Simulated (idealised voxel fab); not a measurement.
Process module in this document: voxel wiring stack
Pictured: cross-section cut, 180 nm wide, on a grid of 5 nm square cells.
Bands, listed from the top down, are how a cross-section gets written in this document; the cross-section itself is a grid of square cells, and a band is one or more rows of them.
Heads up on the band format: heights come first, top then bottom, in nm. After that it's the materials left to right, each with its width in nm. A single material flagged "edge to edge" fills the whole band edge to edge, and "air" means there's empty space there.
Where do heights start? At 0: under that level the wafer as delivered is made of one material only. And the lowest band has no floor; it just carries on downward, as in "top 0, no bottom".
So if you see something like "30 to 40" for the width, read it as the top row of the band sitting at the first number and the bottom row at the second, with every row in between moving by the same amount as the last.
Basically "left unchanged" means that step didn't change any cell in the cross-section.
"Enclosed internal voids" - sealed voids, min. 8 cells, no opening to top; format: width x height at distance (distance from left edge; nm throughout).
Where a step's line continues beyond its settings, the continuation is a remark by the simulator itself on that step.
overlay nm: for a step with a mask, the amount by which the mask lay right of where it was planned; a negative amount means left of it.

Process steps (planned):
1 RECEIVE,material Si
2 CONFORMAL_DEP,material SiO2,thk nm 10
3 DIRECTIONAL_DEP,material TiN,thk nm 5
4 DIRECTIONAL_DEP,material W,thk nm 15
5 DIRECTIONAL_DEP,material aC,thk nm 15
6 PATTERN,tone cover,mask id METAL_1,material resist,width nm 20,pitch nm 45,thk nm 30,overlay nm 0
7 DIRECTIONAL_ETCH,etch materials aC,depth nm 15
8 STRIP,etch materials resist
9 DIRECTIONAL_ETCH,etch materials W,depth nm 15
10 DIRECTIONAL_ETCH,etch materials TiN,depth nm 5
11 STRIP,etch materials aC
12 FILL_DEP,material SiO2,thk nm 10
13 CMP,height nm 30
14 CONFORMAL_DEP,material SiCN,thk nm 5
15 DIRECTIONAL_DEP,material lowk,thk nm 35
16 DIRECTIONAL_DEP,material aC,thk nm 15
17 PATTERN,tone open,mask id METAL_2_HOLES,material resist,width nm 15,thk nm 35,overlay nm 0
18 DIRECTIONAL_ETCH,etch materials aC,depth nm 15
19 STRIP,etch materials resist
20 DIRECTIONAL_ETCH,etch materials lowk,depth nm 35
21 STRIP,etch materials aC
22 DIRECTIONAL_DEP,material aC,thk nm 15
23 PATTERN,tone open,mask id METAL_2,material resist,width nm 20,pitch nm 45,thk nm 30,overlay nm 0
24 DIRECTIONAL_ETCH,etch materials aC,depth nm 15
25 STRIP,etch materials resist
26 DIRECTIONAL_ETCH,etch materials lowk,depth nm 20
27 DIRECTIONAL_ETCH,etch materials SiCN,depth nm 5
28 STRIP,etch materials aC
29 CONFORMAL_DEP,material TiN,thk nm 5
30 FILL_DEP,material Cu,thk nm 5
31 CMP,height nm 70
32 CONFORMAL_DEP,material SiN,thk nm 5

Run as planned: first of two wafers:

Cross-section of the incoming wafer, state after step 1:
top 0, no bottom  Si edge to edge
Enclosed internal voids: none

So this is the wafer cross-section right after step 2:
top 10, bottom 0  SiO2 edge to edge
Below 0, no change.

So this is the wafer cross-section right after step 3:
top 15, bottom 10  TiN edge to edge
Below 10, no change.

So this is the wafer cross-section right after step 4:
top 30, bottom 15  W edge to edge
Below 15, no change.

So this is the wafer cross-section right after step 5:
top 45, bottom 30  aC edge to edge
Below 30, no change.

So this is the wafer cross-section right after step 6:
top 75, bottom 45  air=55 | resist=20 | air=25 | resist=20 | air=60
Below 45, no change.

So this is the wafer cross-section right after step 7:
top 60, bottom 45  air=55 | resist=20 | air=25 | resist=20 | air=60
top 45, bottom 30  air=55 | aC=20 | air=25 | aC=20 | air=60
Below 30, no change.

So this is the wafer cross-section right after step 8:
top 45, bottom 30  air=55 | aC=20 | air=25 | aC=20 | air=60
Below 30, no change.

So this is the wafer cross-section right after step 9:
top 45, bottom 30  air=55 | aC=20 | air=25 | aC=20 | air=60
top 30, bottom 15  air=55 | W=20 | air=25 | W=20 | air=60
Below 15, no change.

So this is the wafer cross-section right after step 10:
top 45, bottom 30  air=55 | aC=20 | air=25 | aC=20 | air=60
top 30, bottom 15  air=55 | W=20 | air=25 | W=20 | air=60
top 15, bottom 10  air=55 | TiN=20 | air=25 | TiN=20 | air=60
Below 10, no change.

So this is the wafer cross-section right after step 11:
top 30, bottom 15  air=55 | W=20 | air=25 | W=20 | air=60
Below 15, no change.

So this is the wafer cross-section right after step 12:
top 40, bottom 30  SiO2 edge to edge
top 30, bottom 15  SiO2=55 | W=20 | SiO2=25 | W=20 | SiO2=60
top 15, bottom 10  SiO2=55 | TiN=20 | SiO2=25 | TiN=20 | SiO2=60
Below 10, no change.

So this is the wafer cross-section right after step 13:
top 30, bottom 15  SiO2=55 | W=20 | SiO2=25 | W=20 | SiO2=60
Below 15, no change.

So this is the wafer cross-section right after step 14:
top 35, bottom 30  SiCN edge to edge
Below 30, no change.

So this is the wafer cross-section right after step 15:
top 70, bottom 35  lowk edge to edge
Below 35, no change.

So this is the wafer cross-section right after step 16:
top 85, bottom 70  aC edge to edge
Below 70, no change.

So this is the wafer cross-section right after step 17:
top 120, bottom 85  resist=55 | air=15 | resist=110
Below 85, no change.

So this is the wafer cross-section right after step 18:
top 105, bottom 85  resist=55 | air=15 | resist=110
top 85, bottom 70  aC=55 | air=15 | aC=110
Below 70, no change.

So this is the wafer cross-section right after step 19:
top 85, bottom 70  aC=55 | air=15 | aC=110
Below 70, no change.

So this is the wafer cross-section right after step 20:
top 85, bottom 70  aC=55 | air=15 | aC=110
top 70, bottom 35  lowk=55 | air=15 | lowk=110
Below 35, no change.

So this is the wafer cross-section right after step 21:
top 70, bottom 35  lowk=55 | air=15 | lowk=110
Below 35, no change.

So this is the wafer cross-section right after step 22:
top 85, bottom 70  aC=55 | air=15 | aC=110
top 70, bottom 50  lowk=55 | air=15 | lowk=110
top 50, bottom 35  lowk=55 | aC=15 | lowk=110
Below 35, no change.

So this is the wafer cross-section right after step 23:
top 115, bottom 85  resist=55 | air=20 | resist=25 | air=20 | resist=60
Below 85, no change.

So this is the wafer cross-section right after step 24:
top 100, bottom 85  resist=55 | air=20 | resist=25 | air=20 | resist=60
top 85, bottom 70  aC=55 | air=20 | aC=25 | air=20 | aC=60
top 70, bottom 35  lowk=55 | air=15 | lowk=110
Below 35, no change.

So this is the wafer cross-section right after step 25:
top 85, bottom 70  aC=55 | air=20 | aC=25 | air=20 | aC=60
Below 70, no change.

So this is the wafer cross-section right after step 26:
top 85, bottom 70  aC=55 | air=20 | aC=25 | air=20 | aC=60
top 70, bottom 50  lowk=55 | air=20 | lowk=25 | air=20 | lowk=60
Below 50, no change.

So this is the wafer cross-section right after step 27:
top 85, bottom 70  aC=55 | air=20 | aC=25 | air=20 | aC=60
top 70, bottom 50  lowk=55 | air=20 | lowk=25 | air=20 | lowk=60
top 50, bottom 35  lowk=55 | air=15 | lowk=110
top 35, bottom 30  SiCN=55 | air=15 | SiCN=110
Below 30, no change.

So this is the wafer cross-section right after step 28:
top 70, bottom 50  lowk=55 | air=20 | lowk=25 | air=20 | lowk=60
Below 50, no change.

So this is the wafer cross-section right after step 29:
top 75, bottom 70  TiN=60 | air=10 | TiN=35 | air=10 | TiN=65
top 70, bottom 55  lowk=55 | TiN=5 | air=10 | TiN=5 | lowk=25 | TiN=5 | air=10 | TiN=5 | lowk=60
top 55, bottom 50  lowk=55 | TiN=5 | air=5 | TiN=10 | lowk=25 | TiN=20 | lowk=60
top 50, bottom 35  lowk=55 | TiN=5 | air=5 | TiN=5 | lowk=110
top 35, bottom 30  SiCN=55 | TiN=15 | SiCN=110
Below 30, no change.

So this is the wafer cross-section right after step 30:
top 80, bottom 75  Cu edge to edge
top 75, bottom 70  TiN=60 | Cu=10 | TiN=35 | Cu=10 | TiN=65
top 70, bottom 55  lowk=55 | TiN=5 | Cu=10 | TiN=5 | lowk=25 | TiN=5 | Cu=10 | TiN=5 | lowk=60
top 55, bottom 50  lowk=55 | TiN=5 | Cu=5 | TiN=10 | lowk=25 | TiN=20 | lowk=60
top 50, bottom 35  lowk=55 | TiN=5 | Cu=5 | TiN=5 | lowk=110
Below 35, no change.

So this is the wafer cross-section right after step 31:
top 70, bottom 55  lowk=55 | TiN=5 | Cu=10 | TiN=5 | lowk=25 | TiN=5 | Cu=10 | TiN=5 | lowk=60
Below 55, no change.

So this is the wafer cross-section right after step 32:
top 75, bottom 70  SiN edge to edge
Below 70, no change.

Now the other wafer: same start, same recipe, but we messed up one thing when running it. Up to and including step 14 it's the same as the first one:

The second wafer cut through, at the time step 15 was supposed to be finished:
top 60, bottom 35  lowk edge to edge
Below 35, no change.

The second wafer cut through, at the time step 16 was supposed to be finished:
top 75, bottom 60  aC edge to edge
Below 60, no change.

The second wafer cut through, at the time step 17 was supposed to be finished:
top 110, bottom 75  resist=55 | air=15 | resist=110
Below 75, no change.

The second wafer cut through, at the time step 18 was supposed to be finished:
top 95, bottom 75  resist=55 | air=15 | resist=110
top 75, bottom 60  aC=55 | air=15 | aC=110
Below 60, no change.

The second wafer cut through, at the time step 19 was supposed to be finished:
top 75, bottom 60  aC=55 | air=15 | aC=110
Below 60, no change.

The second wafer cut through, at the time step 20 was supposed to be finished:
top 75, bottom 60  aC=55 | air=15 | aC=110
top 60, bottom 35  lowk=55 | air=15 | lowk=110
Below 35, no change.

The second wafer cut through, at the time step 21 was supposed to be finished:
top 60, bottom 35  lowk=55 | air=15 | lowk=110
Below 35, no change.

The second wafer cut through, at the time step 22 was supposed to be finished:
top 75, bottom 60  aC=55 | air=15 | aC=110
top 60, bottom 50  lowk=55 | air=15 | lowk=110
top 50, bottom 35  lowk=55 | aC=15 | lowk=110
Below 35, no change.

The second wafer cut through, at the time step 23 was supposed to be finished:
top 105, bottom 75  resist=55 | air=20 | resist=25 | air=20 | resist=60
Below 75, no change.

The second wafer cut through, at the time step 24 was supposed to be finished:
top 90, bottom 75  resist=55 | air=20 | resist=25 | air=20 | resist=60
top 75, bottom 60  aC=55 | air=20 | aC=25 | air=20 | aC=60
top 60, bottom 35  lowk=55 | air=15 | lowk=110
Below 35, no change.

The second wafer cut through, at the time step 25 was supposed to be finished:
top 75, bottom 60  aC=55 | air=20 | aC=25 | air=20 | aC=60
Below 60, no change.

The second wafer cut through, at the time step 26 was supposed to be finished:
top 75, bottom 60  aC=55 | air=20 | aC=25 | air=20 | aC=60
top 60, bottom 40  lowk=55 | air=20 | lowk=25 | air=20 | lowk=60
Below 40, no change.

The second wafer cut through, at the time step 27 was supposed to be finished:
top 75, bottom 60  aC=55 | air=20 | aC=25 | air=20 | aC=60
top 60, bottom 40  lowk=55 | air=20 | lowk=25 | air=20 | lowk=60
top 40, bottom 35  lowk=55 | air=15 | lowk=110
top 35, bottom 30  SiCN=55 | air=15 | SiCN=110
Below 30, no change.

The second wafer cut through, at the time step 28 was supposed to be finished:
top 60, bottom 40  lowk=55 | air=20 | lowk=25 | air=20 | lowk=60
Below 40, no change.

The second wafer cut through, at the time step 29 was supposed to be finished:
top 65, bottom 60  TiN=60 | air=10 | TiN=35 | air=10 | TiN=65
top 60, bottom 45  lowk=55 | TiN=5 | air=10 | TiN=5 | lowk=25 | TiN=5 | air=10 | TiN=5 | lowk=60
top 45, bottom 40  lowk=55 | TiN=5 | air=5 | TiN=10 | lowk=25 | TiN=20 | lowk=60
top 40, bottom 35  lowk=55 | TiN=5 | air=5 | TiN=5 | lowk=110
top 35, bottom 30  SiCN=55 | TiN=15 | SiCN=110
Below 30, no change.

The second wafer cut through, at the time step 30 was supposed to be finished:
top 70, bottom 65  Cu edge to edge
top 65, bottom 60  TiN=60 | Cu=10 | TiN=35 | Cu=10 | TiN=65
top 60, bottom 45  lowk=55 | TiN=5 | Cu=10 | TiN=5 | lowk=25 | TiN=5 | Cu=10 | TiN=5 | lowk=60
top 45, bottom 40  lowk=55 | TiN=5 | Cu=5 | TiN=10 | lowk=25 | TiN=20 | lowk=60
top 40, bottom 35  lowk=55 | TiN=5 | Cu=5 | TiN=5 | lowk=110
Below 35, no change.

The second wafer cut through, at the time step 31 was supposed to be finished: left unchanged

The second wafer cut through, at the time step 32 was supposed to be finished:
top 75, bottom 70  SiN edge to edge
Below 70, no change.
What broke from the plan during processing? step 15 changed vs plan, executed as DIRECTIONAL_DEP,material lowk,thk nm 25
In the final state, the cell counts of the second wafer exceed or fall short of those of the first for the following materials: Cu +38, TiN +28, lowk -66
